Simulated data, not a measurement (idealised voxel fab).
The document below concerns the process module designated voxel air gaps.
For reference, the cross-section in this document is cut, with width 140 nm and square cells of 5 nm.
Cross-section spec: square-cell grid; bands listed top down; each band is one or more rows. What a band's entry tells you: where the top is and where the bottom is, as heights in nm, and after that what lies inside, material by material from left to right, each with its width in nm. Empty space is written as the word "air", and a single material marked with the word "everywhere" occupies the band from edge to edge. We count height from 0. Below that, the starting wafer is all one material. The lowest band never ends at the bottom but goes on down; see "z 0 and below" for how that is written. Quick explanation for "30->40": the width changes in equal steps down the rows of cells, from the first number in the band's top row to the second number in its bottom row. Given "stayed the same" for a step, no cell of the cross-section differs between before and after that step. "Encapsulated voids": empty spaces of 8 cells or more with no open way to the top, each given as width x height at distance, distance from the left edge, all in nm. Where a step's line continues beyond its settings, the continuation is a remark by the simulator itself on that step. What "overlay nm" on a step's line means: if the step has a mask, that mask lay this far to the right of its planned place, or, when the value is negative, to the left.
## The following list gives the planned process steps
1. RECEIVE [material Si]
2. CONFORMAL_DEP [material SiO2] [thk nm 15]
3. CONFORMAL_DEP [material SiN] [thk nm 5]
4. DIRECTIONAL_DEP [material SiO2] [thk nm 40]
5. DIRECTIONAL_DEP [material aC] [thk nm 10]
6. PATTERN [tone open] [mask id LINES] [material resist] [width nm 15] [pitch nm 40] [thk nm 25] [overlay nm 0]
7. DIRECTIONAL_ETCH [etch materials aC] [depth nm 10]
8. STRIP [etch materials resist]
9. DIRECTIONAL_ETCH [etch materials SiO2] [depth nm 40]
10. STRIP [etch materials aC]
11. CONFORMAL_DEP [material TiN] [thk nm 5]
12. FILL_DEP [material Ru] [thk nm 5]
13. CMP [height nm 60]
14. EPI [material Ru] [thk nm 10]
15. SELECTIVE_ETCH [etch materials SiO2] [depth nm 50]
16. CONFORMAL_DEP [material SiCN] [thk nm 5]
## Incoming wafer in cross-section (state: after step 1)
* z 0 and below  Si everywhere
* Encapsulated voids: none
## First of two wafers at the end of the module, shown in cross-section; run carried out as planned
* z 75 to 70  5 air | 125 SiCN | 10 air
* z 70 to 60  5 air | 5 SiCN | 35 Ru | 5 SiCN | 35 Ru | 5 SiCN | 35 Ru | 5 SiCN | 10 air
* z 60 to 55  5 air | 15 SiCN | 5 TiN | 5 Ru | 5 TiN | 25 SiCN | 5 TiN | 5 Ru | 5 TiN | 25 SiCN | 5 TiN | 5 Ru | 5 TiN | 15 SiCN | 10 air
* z 55 to 25  15 air | 5 SiCN | 5 TiN | 5 Ru | 5 TiN | 5 SiCN | 15 air | 5 SiCN | 5 TiN | 5 Ru | 5 TiN | 5 SiCN | 15 air | 5 SiCN | 5 TiN | 5 Ru | 5 TiN | 5 SiCN | 20 air
* z 25 to 20  20 SiCN | 15 TiN | 25 SiCN | 15 TiN | 25 SiCN | 15 TiN | 25 SiCN
* z 20 to 15  SiN everywhere
* z 15 to 0  SiO2 everywhere
* z 0 and below  Si everywhere
* Encapsulated voids: 15 x 30 at 40; 15 x 30 at 80
## This is the second of the two wafers, cross-sectioned at the end of the module; it started exactly like the first and was given the same plan, but it was run with one mistake
* z 75 to 70  135 SiCN | 5 air
* z 70 to 60  5 SiCN | 125 Ru | 5 SiCN | 5 air
* z 60 to 55  15 SiCN | 5 TiN | 15 Ru | 5 TiN | 15 SiO2 | 5 TiN | 15 Ru | 5 TiN | 15 SiO2 | 5 TiN | 15 Ru | 5 TiN | 15 SiCN | 5 air
* z 55 to 25  10 air | 5 SiCN | 5 TiN | 15 Ru | 5 TiN | 15 SiO2 | 5 TiN | 15 Ru | 5 TiN | 15 SiO2 | 5 TiN | 15 Ru | 5 TiN | 5 SiCN | 15 air
* z 25 to 20  15 SiCN | 25 TiN | 15 SiO2 | 25 TiN | 15 SiO2 | 25 TiN | 20 SiCN
* z 20 to 15  SiN everywhere
* z 15 to 0  SiO2 everywhere
* z 0 and below  Si everywhere
* Encapsulated voids: 10 x 30 at 0
In executing the process, a mistake was made relative to the plan: so step 6 ended up running with a different setting than we planned, it ran as PATTERN [tone open] [mask id LINES] [material resist] [width nm 25] [pitch nm 40] [thk nm 25] [overlay nm 0]
Final cells, second wafer relative to first, materials higher or lower: Ru +50, SiCN -48, SiO2 +48, TiN +6
Closed void count at end of process - first wafer: 2; second wafer: 1.
